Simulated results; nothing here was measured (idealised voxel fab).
voxel released beams: a process module
FYI the section here is cut, 290 nm wide, cells are 5 nm squares.
Square cells in a grid make up a cross-section in this document, and the grid is given as bands, listed from the top down, each one or more rows of cells. Per band: top height and bottom height in nm, followed by the left-to-right materials and their widths in nm; "everywhere" marks a single material spanning edge to edge, "blank" marks empty space. Beneath 0, the wafer as received is one material, and that level is where height counting begins. The lowest band goes on downward without a bottom; it is written like "0..down". You'd read "30->40" like this: the band's top row of cells is as wide as the first number, its bottom row is as wide as the second, and going down, every row changes width by the same amount as the row before did. "no alterations made" -> step changed no cross-section cell. "Enclosed voids" contains a list of empty spaces, each no smaller than 8 cells and without an open way to the top, written in the form width x height at distance with the distance from the left edge and all three in nm. On each step's line, the part that comes after the settings is the simulator's own comment on the step. You can add "overlay nm" to a step's line. For a step with a mask, it describes how far the mask lay to the right of its planned position, and a negative number describes a lay to the left.
-- Here's what the planned process steps look like
- 1: RECEIVE, material Si
- 2: CONFORMAL_DEP, material SiN, thk nm 5
- 3: DIRECTIONAL_DEP, material SiO2, thk nm 10
- 4: MASKED_ETCH, tone open, mask id ANCHOR, width nm 30, etch materials SiO2, depth nm 10, overlay nm 0
- 5: CONFORMAL_DEP, material TiN, thk nm 5
- 6: MASKED_ETCH, tone cover, mask id BEAM, width nm 100, etch materials TiN, depth nm 10, overlay nm 0
- 7: STRIP, etch materials SiO2
It is noted that the wafers described herein are identical at the outset and are distinguished by the thk nm of step 5; the value stated in the plan corresponds to the first wafer.
-- This is how the first of several wafers looked in cross-section when it arrived, which is after step 1
- 0..down = Si everywhere
- Enclosed voids: none
-- Wafer cross-section (first of several) - module end, post step 7 (last step)
- 20..10 = blank: 90->95 | TiN: 10->5 | blank: 20 | TiN: 70->5 | blank: 100->165
- 10..5 = blank: 95 | TiN: 30 | blank: 165
- 5..0 = SiN everywhere
- 0..down = Si everywhere
- Enclosed voids: none
-- End of module: cross-section, last of several wafers
- 40..30 = blank: 90 | TiN: 100 | blank: 100
- 30..15 = TiN everywhere
- 15..5 = SiO2: 95 | TiN: 30 | SiO2: 165
- 5..0 = SiN everywhere
- 0..down = Si everywhere
- Enclosed voids: none
-- Below: a row per wafer. Contents at end of module: for every material, cells gained since receipt (+) or lost since receipt (-); then closed voids
thk nm 5, +58 SiN, +24 TiN, Enclosed voids: none
thk nm 10, +58 SiN, +48 TiN, Enclosed voids: none
thk nm 15, +58 SiN, +104 SiO2, +110 TiN, Enclosed voids: none
thk nm 20, +58 SiN, +104 SiO2, +168 TiN, Enclosed voids: none
thk nm 25, +58 SiN, +104 SiO2, +226 TiN, Enclosed voids: none
